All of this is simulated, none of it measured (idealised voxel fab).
Name of the process module below: voxel fin reveal
Cross-section cut spans 160 nm and uses square cells 5 nm in size.
The cross-sections in this document take the form of a grid made of square cells. They are written out as bands, in order from top to bottom. Each band consists of one or more rows of cells. Top, bottom (nm), then materials left to right with widths (nm); lone material tagged "full width" fills the whole band edge to edge; "empty" = empty space. All heights in this document are referenced to 0, defined as the level beneath which the wafer, as received, consists entirely of one material. The lowest band is not bounded below; it extends indefinitely downward and is written in the form "from 0 down". A width given as "30 to 40" starts at the first number in the band's top row and ends at the second number in its bottom row, shifting by an equal amount at every step from row to row. "changes: none" means the step left every cell of the cross-section as it was. Empty spaces without an open route to the top, at least 8 cells in extent, make up the entry "Closed voids list"; each is given as width x height at distance, where the distance is measured from the left edge, and all are in nm. Read whatever lies past the settings on a step's line as the simulator's own remark about the step. "overlay nm" on a masked step: distance the mask lay right of its planned place, negative for left.
**The planned process steps are enumerated hereunder**
1,RECEIVE [material Si]
2,CONFORMAL_DEP [material SiN] [thk nm 10]
3,DIRECTIONAL_DEP [material aC] [thk nm 10]
4,PATTERN [tone cover] [mask id FINS] [material resist] [width nm 15] [pitch nm 35] [thk nm 30] [overlay nm 0]
5,DIRECTIONAL_ETCH [etch materials aC] [depth nm 10]
6,STRIP [etch materials resist]
7,DIRECTIONAL_ETCH [etch materials SiN] [depth nm 10]
8,DIRECTIONAL_ETCH [etch materials Si] [depth nm 40]
9,STRIP [etch materials aC]
10,FILL_DEP [material SiO2] [thk nm 15]
11,CMP [height nm 10]
12,SELECTIVE_ETCH [etch materials SiO2] [depth nm 25]
13,STRIP [etch materials SiN]
14,CONFORMAL_DEP [material SiO2] [thk nm 5]
**First of two wafers, processed according to plan**
**Cross-section of the incoming wafer, state after step 1**
- from 0 down: Si full width
- Closed voids list: none
**Step 2 done - wafer cross-section**
- from 10 to 0: SiN full width
- Beneath the level 0, the cross-section is identical to its previous state.
**Step 3 done - wafer cross-section**
- from 20 to 10: aC full width
- Beneath the level 10, the cross-section is identical to its previous state.
**Step 4 done - wafer cross-section**
- from 50 to 20: 35 of empty, then 15 of resist, then 20 of empty, then 15 of resist, then 20 of empty, then 15 of resist, then 40 of empty
- Beneath the level 20, the cross-section is identical to its previous state.
**Step 5 done - wafer cross-section**
- from 40 to 20: 35 of empty, then 15 of resist, then 20 of empty, then 15 of resist, then 20 of empty, then 15 of resist, then 40 of empty
- from 20 to 10: 35 of empty, then 15 of aC, then 20 of empty, then 15 of aC, then 20 of empty, then 15 of aC, then 40 of empty
- Beneath the level 10, the cross-section is identical to its previous state.
**Step 6 done - wafer cross-section**
- from 20 to 10: 35 of empty, then 15 of aC, then 20 of empty, then 15 of aC, then 20 of empty, then 15 of aC, then 40 of empty
- Beneath the level 10, the cross-section is identical to its previous state.
**Step 7 done - wafer cross-section**
- from 20 to 10: 35 of empty, then 15 of aC, then 20 of empty, then 15 of aC, then 20 of empty, then 15 of aC, then 40 of empty
- from 10 to 0: 35 of empty, then 15 of SiN, then 20 of empty, then 15 of SiN, then 20 of empty, then 15 of SiN, then 40 of empty
- Beneath the level 0, the cross-section is identical to its previous state.
**Step 8 done - wafer cross-section**
- from 20 to 10: 35 of empty, then 15 of aC, then 20 of empty, then 15 of aC, then 20 of empty, then 15 of aC, then 40 of empty
- from 10 to 0: 35 of empty, then 15 of SiN, then 20 of empty, then 15 of SiN, then 20 of empty, then 15 of SiN, then 40 of empty
- from 0 to -40: 35 of empty, then 15 of Si, then 20 of empty, then 15 of Si, then 20 of empty, then 15 of Si, then 40 of empty
- Beneath the level -40, the cross-section is identical to its previous state.
**Step 9 done - wafer cross-section**
- from 10 to 0: 35 of empty, then 15 of SiN, then 20 of empty, then 15 of SiN, then 20 of empty, then 15 of SiN, then 40 of empty
- Beneath the level 0, the cross-section is identical to its previous state.
**Step 10 done - wafer cross-section**
- from 25 to 10: SiO2 full width
- from 10 to 0: 35 of SiO2, then 15 of SiN, then 20 of SiO2, then 15 of SiN, then 20 of SiO2, then 15 of SiN, then 40 of SiO2
- from 0 to -40: 35 of SiO2, then 15 of Si, then 20 of SiO2, then 15 of Si, then 20 of SiO2, then 15 of Si, then 40 of SiO2
- Beneath the level -40, the cross-section is identical to its previous state.
**Step 11 done - wafer cross-section**
- from 10 to 0: 35 of SiO2, then 15 of SiN, then 20 of SiO2, then 15 of SiN, then 20 of SiO2, then 15 of SiN, then 40 of SiO2
- Beneath the level 0, the cross-section is identical to its previous state.
**Step 12 done - wafer cross-section**
- from 10 to 0: 35 of empty, then 15 of SiN, then 20 of empty, then 15 of SiN, then 20 of empty, then 15 of SiN, then 40 of empty
- from 0 to -15: 35 of empty, then 15 of Si, then 20 of empty, then 15 of Si, then 20 of empty, then 15 of Si, then 40 of empty
- Beneath the level -15, the cross-section is identical to its previous state.
**Step 13 done - wafer cross-section**
- from 0 to -15: 35 of empty, then 15 of Si, then 20 of empty, then 15 of Si, then 20 of empty, then 15 of Si, then 40 of empty
- Beneath the level -15, the cross-section is identical to its previous state.
**Step 14 done - wafer cross-section**
- from 5 to 0: 30 of empty, then 25 of SiO2, then 10 of empty, then 25 of SiO2, then 10 of empty, then 25 of SiO2, then 35 of empty
- from 0 to -10: 30 of empty, then 5 of SiO2, then 15 of Si, then 5 of SiO2, then 10 of empty, then 5 of SiO2, then 15 of Si, then 5 of SiO2, then 10 of empty, then 5 of SiO2, then 15 of Si, then 5 of SiO2, then 35 of empty
- from -10 to -40: 35 of SiO2, then 15 of Si, then 20 of SiO2, then 15 of Si, then 20 of SiO2, then 15 of Si, then 40 of SiO2
- Beneath the level -40, the cross-section is identical to its previous state.
**Second wafer. Start and plan as for the first. One mistake made in running. Agrees with the first up to and including step 11**
**Planned end of step 12: second wafer, cross-section**
- from 10 to 0: 35 of SiO2, then 15 of empty, then 20 of SiO2, then 15 of empty, then 20 of SiO2, then 15 of empty, then 40 of SiO2
- Beneath the level 0, the cross-section is identical to its previous state.
**Planned end of step 13: second wafer, cross-section**
- from 0 to -15: 35 of empty, then 15 of Si, then 20 of empty, then 15 of Si, then 20 of empty, then 15 of Si, then 40 of empty
- from -15 to -25: 10 of SiO2, then 25 of empty, then 15 of Si, then 20 of empty, then 15 of Si, then 20 of empty, then 15 of Si, then 25 of empty, then 15 of SiO2
- Beneath the level -25, the cross-section is identical to its previous state.
**Planned end of step 14: second wafer, cross-section**
- from 5 to 0: 30 of empty, then 25 of SiO2, then 10 of empty, then 25 of SiO2, then 10 of empty, then 25 of SiO2, then 35 of empty
- from 0 to -10: 30 of empty, then 5 of SiO2, then 15 of Si, then 5 of SiO2, then 10 of empty, then 5 of SiO2, then 15 of Si, then 5 of SiO2, then 10 of empty, then 5 of SiO2, then 15 of Si, then 5 of SiO2, then 35 of empty
- from -10 to -20: 15 of SiO2, then 15 of empty, then 5 of SiO2, then 15 of Si, then 5 of SiO2, then 10 of empty, then 5 of SiO2, then 15 of Si, then 5 of SiO2, then 10 of empty, then 5 of SiO2, then 15 of Si, then 5 of SiO2, then 15 of empty, then 20 of SiO2
- from -20 to -40: 35 of SiO2, then 15 of Si, then 20 of SiO2, then 15 of Si, then 20 of SiO2, then 15 of Si, then 40 of SiO2
- Beneath the level -40, the cross-section is identical to its previous state.
Want to know what went wrong? a sequencing error occurred in which plan steps 12 and 13 were transposed
FYI, end of process, the second wafer has more or fewer cells of some materials than the first: SiO2 -20
